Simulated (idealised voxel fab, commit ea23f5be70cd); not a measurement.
The name of this process module is voxel quadruple lines.
Each square cell in cross-section cut measures 5 nm, and the section as a whole is 285 nm wide.
Format of a cross-section: grid, square cells. Given as bands. Order: top down. Band: one or more rows of cells.
Top, bottom (nm), then materials left to right with widths (nm); lone material tagged "everywhere" fills the whole band edge to edge; "air" = empty space.
All heights in this document are referenced to 0, defined as the level beneath which the wafer, as received, consists entirely of one material. The lowest band is not bounded below; it extends indefinitely downward and is written in the form "top 0, no bottom".
A width given as "30->40" starts at the first number in the band's top row and ends at the second number in its bottom row, shifting by an equal amount at every step from row to row.
The designation "nothing got changed", where it is given for a processing step, indicates that no cell of the cross-section was altered in the course of that step.
Entry "Voids, enclosed". Content: empty spaces with no open connection to the top, size 8 cells or greater. Each: width x height at distance. Distance: from left edge. Unit: nm.
Note: text after step settings on the step line = simulator remark on that step.
Among the settings permitted on a step's line is "overlay nm"; applied to a step with a mask, it specifies the extent to which the mask lay to the right of its planned position, whereas a negative figure signifies a position to the left.

Process steps (planned):
1: RECEIVE, material Si
2: CONFORMAL_DEP, material SiO2, thk nm 10
3: DIRECTIONAL_DEP, material TiN, thk nm 10
4: DIRECTIONAL_DEP, material polySi, thk nm 15
5: DIRECTIONAL_DEP, material aC, thk nm 25
6: PATTERN, tone cover, mask id MANDREL, material resist, width nm 25, thk nm 35, overlay nm -15
7: DIRECTIONAL_ETCH, etch materials aC, depth nm 25
8: STRIP, etch materials resist
9: CONFORMAL_DEP, material SiO2, thk nm 15
10: DIRECTIONAL_ETCH, etch materials SiO2, depth nm 15
11: STRIP, etch materials aC
12: DIRECTIONAL_ETCH, etch materials polySi, depth nm 15
13: STRIP, etch materials SiO2
14: CONFORMAL_DEP, material SiN, thk nm 5
15: DIRECTIONAL_ETCH, etch materials SiN, depth nm 5
16: STRIP, etch materials polySi
17: DIRECTIONAL_ETCH, etch materials TiN, depth nm 10
18: STRIP, etch materials SiN
The plan shows the overlay nm of step 6 as the first wafer had it; this setting differs between the wafers, which start out alike.

Received wafers, first of several: cross-section after step 1:
- top 0, no bottom  Si everywhere
- Voids, enclosed: none

Cross-section of the first of several wafers once the module has run through its last step, step 18:
- top 20, bottom 10  air (95), then TiN (5), then air (15), then TiN (5), then air (15), then TiN (5), then air (15), then TiN (5), then air (125)
- top 10, bottom 0  SiO2 everywhere
- top 0, no bottom  Si everywhere
- Voids, enclosed: none

Showing the last wafer in cross-section at the end of the module:
- top 20, bottom 10  air (125), then TiN (5), then air (15), then TiN (5), then air (15), then TiN (5), then air (15), then TiN (5), then air (95)
- top 10, bottom 0  SiO2 everywhere
- top 0, no bottom  Si everywhere
- Voids, enclosed: none

Quick key for the table: a row per wafer, taken at the end of the module. For each material it tells you how many cells the wafer gained (+) or lost (-) since it came in, and the closed voids come after:
overlay nm -15 | +114 SiO2 | +8 TiN | Voids, enclosed: none
overlay nm -10 | +114 SiO2 | +8 TiN | Voids, enclosed: none
overlay nm -5 | +114 SiO2 | +8 TiN | Voids, enclosed: none
overlay nm 0 | +114 SiO2 | +8 TiN | Voids, enclosed: none
overlay nm 5 | +114 SiO2 | +8 TiN | Voids, enclosed: none
overlay nm 10 | +114 SiO2 | +8 TiN | Voids, enclosed: none
overlay nm 15 | +114 SiO2 | +8 TiN | Voids, enclosed: none
